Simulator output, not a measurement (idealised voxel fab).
process module | voxel released beams
cross-section cut | 215 nm wide | cells 5 nm
A cross-section is a grid of square cells, given in bands from the top down. A band is one or more rows of cells.
Each band's line starts with the height of the band's top and of its bottom, in nm. Then come its materials from left to right, each with its width in nm. One material with "throughout" fills the band from edge to edge. "air" is empty space.
Height 0 is the level under which the wafer as received is all one material. The lowest band goes on downwards, as in "0 down".
A width such as "30 to 40" changes by the same amount from each row of cells to the next, from the band's top row to its bottom row.
"no change" after a step means that no cell of the cross-section changed.
closed voids: empty space of 8 cells or more with no open way to the top, each as width x height at its distance from the left edge, in nm
after a step's settings: what the simulator itself notes on the step
overlay nm, on a step with a mask: how far to the right of its planned place the mask lay; to the left if negative
plan
1 op RECEIVE | material Si
2 op CONFORMAL_DEP | material Al2O3 | thk nm 5
3 op DIRECTIONAL_DEP | material SiO2 | thk nm 15
4 op DIRECTIONAL_DEP | material aC | thk nm 15
5 op PATTERN | tone open | mask id ANCHOR | material resist | width nm 35 | thk nm 35 | overlay nm 0
6 op DIRECTIONAL_ETCH | etch materials aC | depth nm 15
7 op STRIP | etch materials resist
8 op DIRECTIONAL_ETCH | etch materials SiO2 | depth nm 15
9 op STRIP | etch materials aC
10 op CONFORMAL_DEP | material SiN | thk nm 15
11 op PATTERN | tone cover | mask id BEAM | material resist | width nm 95 | thk nm 15 | overlay nm 0
12 op DIRECTIONAL_ETCH | etch materials SiN | depth nm 15
13 op STRIP | etch materials resist
14 op STRIP | etch materials SiO2
first wafer, as planned
as received, after step 1
  0 down: Si throughout
  closed voids: none
after step 2
  5 to 0: Al2O3 throughout
  below 0: unchanged
after step 3
  20 to 5: SiO2 throughout
  below 5: unchanged
after step 4
  35 to 20: aC throughout
  below 20: unchanged
after step 5
  70 to 35: resist 60 | air 35 | resist 120
  below 35: unchanged
after step 6
  55 to 35: resist 60 | air 35 | resist 120
  35 to 20: aC 60 | air 35 | aC 120
  below 20: unchanged
after step 7
  35 to 20: aC 60 | air 35 | aC 120
  below 20: unchanged
after step 8
  35 to 20: aC 60 | air 35 | aC 120
  20 to 5: SiO2 60 | air 35 | SiO2 120
  below 5: unchanged
after step 9
  20 to 5: SiO2 60 | air 35 | SiO2 120
  below 5: unchanged
after step 10
  35 to 20: SiN 75 | air 5 | SiN 135
  20 to 5: SiO2 60 | SiN 35 | SiO2 120
  below 5: unchanged
after step 11
  50 to 35: air 55 | resist 95 | air 65
  35 to 20: SiN 75 | resist 5 | SiN 135
  below 20: unchanged
after step 12
  50 to 35: air 55 | resist 95 | air 65
  35 to 20: air 55 | SiN 20 | resist 5 | SiN 70 | air 65
  below 20: unchanged
after step 13
  35 to 20: air 55 | SiN 20 | air 5 | SiN 70 | air 65
  below 20: unchanged
after step 14
  35 to 20: air 55 | SiN 20 | air 5 | SiN 70 | air 65
  20 to 5: air 60 | SiN 35 | air 120
  below 5: unchanged
second wafer: like start, like plan, one mistake. Through step 4 it matches the first wafer
when step 5 should have ended
  70 to 35: resist 65 | air 35 | resist 115
  below 35: unchanged
when step 6 should have ended
  55 to 35: resist 65 | air 35 | resist 115
  35 to 20: aC 65 | air 35 | aC 115
  below 20: unchanged
when step 7 should have ended
  35 to 20: aC 65 | air 35 | aC 115
  below 20: unchanged
when step 8 should have ended
  35 to 20: aC 65 | air 35 | aC 115
  20 to 5: SiO2 65 | air 35 | SiO2 115
  below 5: unchanged
when step 9 should have ended
  20 to 5: SiO2 65 | air 35 | SiO2 115
  below 5: unchanged
when step 10 should have ended
  35 to 20: SiN 80 | air 5 | SiN 130
  20 to 5: SiO2 65 | SiN 35 | SiO2 115
  below 5: unchanged
when step 11 should have ended
  50 to 35: air 55 | resist 95 | air 65
  35 to 20: SiN 80 | resist 5 | SiN 130
  below 20: unchanged
when step 12 should have ended
  50 to 35: air 55 | resist 95 | air 65
  35 to 20: air 55 | SiN 25 | resist 5 | SiN 65 | air 65
  below 20: unchanged
when step 13 should have ended
  35 to 20: air 55 | SiN 25 | air 5 | SiN 65 | air 65
  below 20: unchanged
when step 14 should have ended
  35 to 20: air 55 | SiN 25 | air 5 | SiN 65 | air 65
  20 to 5: air 65 | SiN 35 | air 115
  below 5: unchanged
what went wrong: step 5 ran as: op PATTERN | tone open | mask id ANCHOR | material resist | width nm 35 | thk nm 35 | overlay nm 5
at the end the second wafer has, in cells: as many of each material as the first, in other places
